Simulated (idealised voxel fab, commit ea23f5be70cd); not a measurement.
This section sets out a process module, namely voxel trench capacitor.
cross-section cut | 215 nm wide | cells 5 nm
Square cells in a grid make up a cross-section in this document, and the grid is given as bands, listed from the top down, each one or more rows of cells.
Quick guide to a band line: top height, bottom height (nm) up front; then every material left to right with its width in nm. Only one material and it's marked "all across"? Then it fills the band edge to edge. And "blank" just means empty space.
All heights in this document are referenced to 0, defined as the level beneath which the wafer, as received, consists entirely of one material. The lowest band is not bounded below; it extends indefinitely downward and is written in the form "0 down".
A two-number width, for instance "30->40", indicates that the width is equal to the first number in the top row of the band and to the second number in the bottom row, and that it changes by a constant amount per row of cells.
When a step is marked "remained the same", none of the cells in the cross-section changed during that step.
If an empty space has no open way to the top and is at least 8 cells in size, "Cavities, closed" lists it, written width x height at distance, where distance is measured from the left edge and every value is in nm.
Where a step's line continues beyond its settings, the continuation is a remark by the simulator itself on that step.
"overlay nm" on a masked step: distance the mask lay right of its planned place, negative for left.
[Intended process steps]
1. op RECEIVE | material Si
2. op CONFORMAL_DEP | material SiN | thk nm 10
3. op MASKED_ETCH | tone open | mask id TRENCH | width nm 30 | pitch nm 45 | etch materials SiN | depth nm 10 | overlay nm 0
4. op MASKED_ETCH | tone open | mask id TRENCH | width nm 30 | pitch nm 45 | etch materials Si | depth nm 25 | overlay nm 0
5. op CONFORMAL_DEP | material Al2O3 | thk nm 5
6. op CONFORMAL_DEP | material TiN | thk nm 5
7. op FILL_DEP | material W | thk nm 5
8. op CMP | height nm 10
[The first of a set of two wafers, run to plan]
[Wafer at receipt (post step 1), cross-section]
* 0 down | Si all across
* Cavities, closed: none
[Presented here is a cross-section of the wafer after step 2 has been performed]
* 10 to 0 | SiN all across
* Heights below 0 show no change.
[Presented here is a cross-section of the wafer after step 3 has been performed]
* 10 to 0 | SiN=45; blank=30; SiN=15; blank=30; SiN=15; blank=30; SiN=50
* Heights below 0 show no change.
[Presented here is a cross-section of the wafer after step 4 has been performed]
* 10 to 0 | SiN=45; blank=30; SiN=15; blank=30; SiN=15; blank=30; SiN=50
* 0 to -25 | Si=45; blank=30; Si=15; blank=30; Si=15; blank=30; Si=50
* Heights below -25 show no change.
[Presented here is a cross-section of the wafer after step 5 has been performed]
* 15 to 10 | Al2O3=50; blank=20; Al2O3=25; blank=20; Al2O3=25; blank=20; Al2O3=55
* 10 to 0 | SiN=45; Al2O3=5; blank=20; Al2O3=5; SiN=15; Al2O3=5; blank=20; Al2O3=5; SiN=15; Al2O3=5; blank=20; Al2O3=5; SiN=50
* 0 to -20 | Si=45; Al2O3=5; blank=20; Al2O3=5; Si=15; Al2O3=5; blank=20; Al2O3=5; Si=15; Al2O3=5; blank=20; Al2O3=5; Si=50
* -20 to -25 | Si=45; Al2O3=30; Si=15; Al2O3=30; Si=15; Al2O3=30; Si=50
* Heights below -25 show no change.
[Presented here is a cross-section of the wafer after step 6 has been performed]
* 20 to 15 | TiN=55; blank=10; TiN=35; blank=10; TiN=35; blank=10; TiN=60
* 15 to 10 | Al2O3=50; TiN=5; blank=10; TiN=5; Al2O3=25; TiN=5; blank=10; TiN=5; Al2O3=25; TiN=5; blank=10; TiN=5; Al2O3=55
* 10 to 0 | SiN=45; Al2O3=5; TiN=5; blank=10; TiN=5; Al2O3=5; SiN=15; Al2O3=5; TiN=5; blank=10; TiN=5; Al2O3=5; SiN=15; Al2O3=5; TiN=5; blank=10; TiN=5; Al2O3=5; SiN=50
* 0 to -15 | Si=45; Al2O3=5; TiN=5; blank=10; TiN=5; Al2O3=5; Si=15; Al2O3=5; TiN=5; blank=10; TiN=5; Al2O3=5; Si=15; Al2O3=5; TiN=5; blank=10; TiN=5; Al2O3=5; Si=50
* -15 to -20 | Si=45; Al2O3=5; TiN=20; Al2O3=5; Si=15; Al2O3=5; TiN=20; Al2O3=5; Si=15; Al2O3=5; TiN=20; Al2O3=5; Si=50
* Heights below -20 show no change.
[Presented here is a cross-section of the wafer after step 7 has been performed]
* 25 to 20 | W all across
* 20 to 15 | TiN=55; W=10; TiN=35; W=10; TiN=35; W=10; TiN=60
* 15 to 10 | Al2O3=50; TiN=5; W=10; TiN=5; Al2O3=25; TiN=5; W=10; TiN=5; Al2O3=25; TiN=5; W=10; TiN=5; Al2O3=55
* 10 to 0 | SiN=45; Al2O3=5; TiN=5; W=10; TiN=5; Al2O3=5; SiN=15; Al2O3=5; TiN=5; W=10; TiN=5; Al2O3=5; SiN=15; Al2O3=5; TiN=5; W=10; TiN=5; Al2O3=5; SiN=50
* 0 to -15 | Si=45; Al2O3=5; TiN=5; W=10; TiN=5; Al2O3=5; Si=15; Al2O3=5; TiN=5; W=10; TiN=5; Al2O3=5; Si=15; Al2O3=5; TiN=5; W=10; TiN=5; Al2O3=5; Si=50
* Heights below -15 show no change.
[Presented here is a cross-section of the wafer after step 8 has been performed]
* 10 to 0 | SiN=45; Al2O3=5; TiN=5; W=10; TiN=5; Al2O3=5; SiN=15; Al2O3=5; TiN=5; W=10; TiN=5; Al2O3=5; SiN=15; Al2O3=5; TiN=5; W=10; TiN=5; Al2O3=5; SiN=50
* Heights below 0 show no change.
[Second Wafer (Identical Start and Plan, One Processing Error; Matches First Wafer Through Step 2)]
[Second wafer at the planned finish of step 3, seen in cross-section]
* 10 to 0 | blank=45; SiN=30; blank=15; SiN=30; blank=15; SiN=30; blank=50
* Heights below 0 show no change.
Second wafer at the planned finish of step 4, seen in cross-section: remained the same
[Second wafer at the planned finish of step 5, seen in cross-section]
* 15 to 10 | blank=40; Al2O3=40; blank=5; Al2O3=40; blank=5; Al2O3=40; blank=45
* 10 to 5 | blank=40; Al2O3=5; SiN=30; Al2O3=5; blank=5; Al2O3=5; SiN=30; Al2O3=5; blank=5; Al2O3=5; SiN=30; Al2O3=5; blank=45
* 5 to 0 | Al2O3=45; SiN=30; Al2O3=15; SiN=30; Al2O3=15; SiN=30; Al2O3=50
* Heights below 0 show no change.
[Second wafer at the planned finish of step 6, seen in cross-section]
* 20 to 15 | blank=35; TiN=140; blank=40
* 15 to 10 | blank=35; TiN=5; Al2O3=40; TiN=5; Al2O3=40; TiN=5; Al2O3=40; TiN=5; blank=40
* 10 to 5 | TiN=40; Al2O3=5; SiN=30; Al2O3=5; TiN=5; Al2O3=5; SiN=30; Al2O3=5; TiN=5; Al2O3=5; SiN=30; Al2O3=5; TiN=45
* Heights below 5 show no change.
[Second wafer at the planned finish of step 7, seen in cross-section]
* 25 to 20 | W all across
* 20 to 15 | W=35; TiN=140; W=40
* 15 to 10 | W=35; TiN=5; Al2O3=40; TiN=5; Al2O3=40; TiN=5; Al2O3=40; TiN=5; W=40
* Heights below 10 show no change.
[Second wafer at the planned finish of step 8, seen in cross-section]
* 10 to 5 | TiN=40; Al2O3=5; SiN=30; Al2O3=5; TiN=5; Al2O3=5; SiN=30; Al2O3=5; TiN=5; Al2O3=5; SiN=30; Al2O3=5; TiN=45
* Heights below 5 show no change.
Error vs. plan: planned and actual differ for step 3; actual: op MASKED_ETCH | tone cover | mask id TRENCH | width nm 30 | pitch nm 45 | etch materials SiN | depth nm 10 | overlay nm 0
FYI, end of process, the second wafer has more or fewer cells of some materials than the first: Al2O3 -23 | Si +90 | SiN -14 | TiN -23 | W -30
